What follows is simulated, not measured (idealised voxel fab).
The document below concerns the process module designated voxel air gaps.
Square cell edge 5 nm, section width 250 nm, ID cut.
Throughout this document, each cross-section is represented as a grid of square cells and is presented as a sequence of bands enumerated from the top downward, where a band comprises one or more rows of cells. It is stipulated that each band's entry specify, in nanometres, the height of the top of the band and then that of its bottom, followed by the materials of the band in left-to-right sequence, each together with its width in nanometres. A single material marked by the word "full width" is understood to fill the band from edge to edge; the word "blank" is understood to denote empty space. Where do heights start? At 0: under that level the wafer as delivered is made of one material only. And the lowest band has no floor; it just carries on downward, as in "0 and below". Graded width ("30..40"): value in top row of band = first number; value in bottom row = second number; row-to-row change constant. You'll sometimes find "all unchanged" written for a step, and that's the way of saying that nowhere in the cross-section did a cell change during that step. Heads up: "Cavities, sealed" only lists the empty pockets with no open path to the top that are 8 cells or more, and it writes them as width x height at distance, distance from the left edge, in nm. The remark found on a step's line after its settings is issued by the simulator itself and pertains to that step. overlay nm: where the mask lay relative to plan, measured to the right, on steps with a mask; negatives go left.
Planned process steps
step 1: RECEIVE,material Si
step 2: CONFORMAL_DEP,material SiO2,thk nm 15
step 3: CONFORMAL_DEP,material SiN,thk nm 5
step 4: DIRECTIONAL_DEP,material SiO2,thk nm 40
step 5: PATTERN,tone open,mask id LINES,material resist,width nm 25,pitch nm 55,thk nm 15,overlay nm 0
step 6: DIRECTIONAL_ETCH,etch materials SiO2,depth nm 40
step 7: STRIP,etch materials resist
step 8: CONFORMAL_DEP,material TiN,thk nm 5
step 9: FILL_DEP,material W,thk nm 5
step 10: CMP,height nm 60
step 11: EPI,material Ru,thk nm 10
step 12: SELECTIVE_ETCH,etch materials SiO2,depth nm 50
step 13: CONFORMAL_DEP,material SiN,thk nm 5
Wafer as received: cross-section following step 1
    0 and below  Si full width
    Cavities, sealed: none
Same starting wafer, same plan as above, one mistake in the execution; this is the cross-section at the end of the module
    75 down to 70  SiN full width
    70 down to 60  65 Ru, 5 SiN, 50 Ru, 5 SiN, 50 Ru, 5 SiN, 70 Ru
    60 down to 55  50 W, 5 TiN, 25 SiN, 5 TiN, 20 W, 5 TiN, 25 SiN, 5 TiN, 20 W, 5 TiN, 25 SiN, 5 TiN, 55 W
    55 down to 25  50 W, 5 TiN, 5 SiN, 15 blank, 5 SiN, 5 TiN, 20 W, 5 TiN, 5 SiN, 15 blank, 5 SiN, 5 TiN, 20 W, 5 TiN, 5 SiN, 15 blank, 5 SiN, 5 TiN, 55 W
    25 down to 20  55 TiN, 25 SiN, 30 TiN, 25 SiN, 30 TiN, 25 SiN, 60 TiN
    20 down to 15  SiN full width
    15 down to 0  SiO2 full width
    0 and below  Si full width
    Cavities, sealed: 15 x 30 at 60; 15 x 30 at 115; 15 x 30 at 170
Processing error: step 5 was processed under conditions differing from the plan, specifically as PATTERN,tone cover,mask id LINES,material resist,width nm 25,pitch nm 55,thk nm 15,overlay nm 0
